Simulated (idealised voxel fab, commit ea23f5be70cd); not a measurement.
Documented hereafter: the process module known as voxel ribs on slabs.
Xsec cut, 155 nm wide, square cell size 5 nm.
Cross-sections here: square-cell grids, written as top-down lists of bands, a band being one or more rows of cells.
The band entry comprises the height of the band's top followed by the height of its bottom, expressed in nm, and subsequently the band's materials from left to right, each stated together with its width in nm. Where a single material is marked with the word "edge to edge", that material fills the band from edge to edge. The word "empty" represents empty space.
Height is counted from the level 0, under which the received wafer is composed throughout of one material. The lowest of the bands is not closed at the bottom but continues downward, in the notation "0..down".
Quick explanation for "30->40": the width changes in equal steps down the rows of cells, from the first number in the band's top row to the second number in its bottom row.
"no modification" (step): cross-section cells unchanged, all of them.
"Trapped void list" enumerates empty spaces isolated from the top, with no open way to it, that contain at least 8 cells, giving each as width x height at distance from the left edge, all three in nm.
Formally, on a step line, whatever follows the settings is a remark that the simulator itself makes on the step.
overlay nm: how far to the right of its planned place the mask lay on this masked step (negative: to the left).

[List of planned process steps]
step 1: RECEIVE | material Si
step 2: DIRECTIONAL_DEP | material SiO2 | thk nm 30
step 3: DIRECTIONAL_DEP | material SiN | thk nm 20
step 4: MASKED_ETCH | tone cover | mask id RIB | width nm 20 | etch materials SiN | depth nm 15 | overlay nm 0
step 5: MASKED_ETCH | tone cover | mask id SLAB | width nm 50 | etch materials SiN | depth nm 5 | overlay nm 0
step 6: FILL_DEP | material SiO2 | thk nm 25
step 7: CMP | height nm 65
step 8: DIRECTIONAL_DEP | material TiN | thk nm 10
step 9: PATTERN | tone cover | mask id HEATER | material resist | width nm 30 | thk nm 20 | overlay nm 0
step 10: DIRECTIONAL_ETCH | etch materials TiN | depth nm 10
step 11: STRIP | etch materials resist
step 12: CONFORMAL_DEP | material SiO2 | thk nm 10

[So, the first of our two wafers, run just as we planned it]

[Wafer as received: cross-section following step 1]
  0..down | Si edge to edge
  Trapped void list: none

[Sectional view: wafer, after step 2]
  30..0 | SiO2 edge to edge
  Rest of section, below 0: as before.

[Sectional view: wafer, after step 3]
  50..30 | SiN edge to edge
  Rest of section, below 30: as before.

[Sectional view: wafer, after step 4]
  50..35 | empty: 65; SiN: 20; empty: 70
  Rest of section, below 35: as before.

[Sectional view: wafer, after step 5]
  50..35 | empty: 65; SiN: 20; empty: 70
  35..30 | empty: 50; SiN: 50; empty: 55
  Rest of section, below 30: as before.

[Sectional view: wafer, after step 6]
  75..50 | SiO2 edge to edge
  50..35 | SiO2: 65; SiN: 20; SiO2: 70
  35..30 | SiO2: 50; SiN: 50; SiO2: 55
  Rest of section, below 30: as before.

[Sectional view: wafer, after step 7]
  65..50 | SiO2 edge to edge
  Rest of section, below 50: as before.

[Sectional view: wafer, after step 8]
  75..65 | TiN edge to edge
  Rest of section, below 65: as before.

[Sectional view: wafer, after step 9]
  95..75 | empty: 60; resist: 30; empty: 65
  Rest of section, below 75: as before.

[Sectional view: wafer, after step 10]
  95..75 | empty: 60; resist: 30; empty: 65
  75..65 | empty: 60; TiN: 30; empty: 65
  Rest of section, below 65: as before.

[Sectional view: wafer, after step 11]
  75..65 | empty: 60; TiN: 30; empty: 65
  Rest of section, below 65: as before.

[Sectional view: wafer, after step 12]
  85..75 | empty: 50; SiO2: 50; empty: 55
  75..65 | SiO2: 60; TiN: 30; SiO2: 65
  Rest of section, below 65: as before.

[The second wafer: identical to the first at the outset and in its planned sequence, differing only in that one mistake was made during processing; up to and including step 1, its path is the first wafer's path]

[Cross-sectional view of the second wafer at the intended end time of process step 2]
  20..0 | SiN edge to edge
  Rest of section, below 0: as before.

[Cross-sectional view of the second wafer at the intended end time of process step 3]
  50..20 | SiO2 edge to edge
  Rest of section, below 20: as before.

Cross-sectional view of the second wafer at the intended end time of process step 4: no modification

Cross-sectional view of the second wafer at the intended end time of process step 5: no modification

[Cross-sectional view of the second wafer at the intended end time of process step 6]
  75..20 | SiO2 edge to edge
  Rest of section, below 20: as before.

[Cross-sectional view of the second wafer at the intended end time of process step 7]
  65..20 | SiO2 edge to edge
  Rest of section, below 20: as before.

[Cross-sectional view of the second wafer at the intended end time of process step 8]
  75..65 | TiN edge to edge
  Rest of section, below 65: as before.

[Cross-sectional view of the second wafer at the intended end time of process step 9]
  95..75 | empty: 60; resist: 30; empty: 65
  Rest of section, below 75: as before.

[Cross-sectional view of the second wafer at the intended end time of process step 10]
  95..75 | empty: 60; resist: 30; empty: 65
  75..65 | empty: 60; TiN: 30; empty: 65
  Rest of section, below 65: as before.

[Cross-sectional view of the second wafer at the intended end time of process step 11]
  75..65 | empty: 60; TiN: 30; empty: 65
  Rest of section, below 65: as before.

[Cross-sectional view of the second wafer at the intended end time of process step 12]
  85..75 | empty: 50; SiO2: 50; empty: 55
  75..65 | SiO2: 60; TiN: 30; SiO2: 65
  Rest of section, below 65: as before.
Error vs. plan: the run placed steps 2 and 3 each in the position the plan gave to the other
Wrapping up, a cell-based count of both wafers puts the second over or under the first for these materials: SiN +102, SiO2 -102
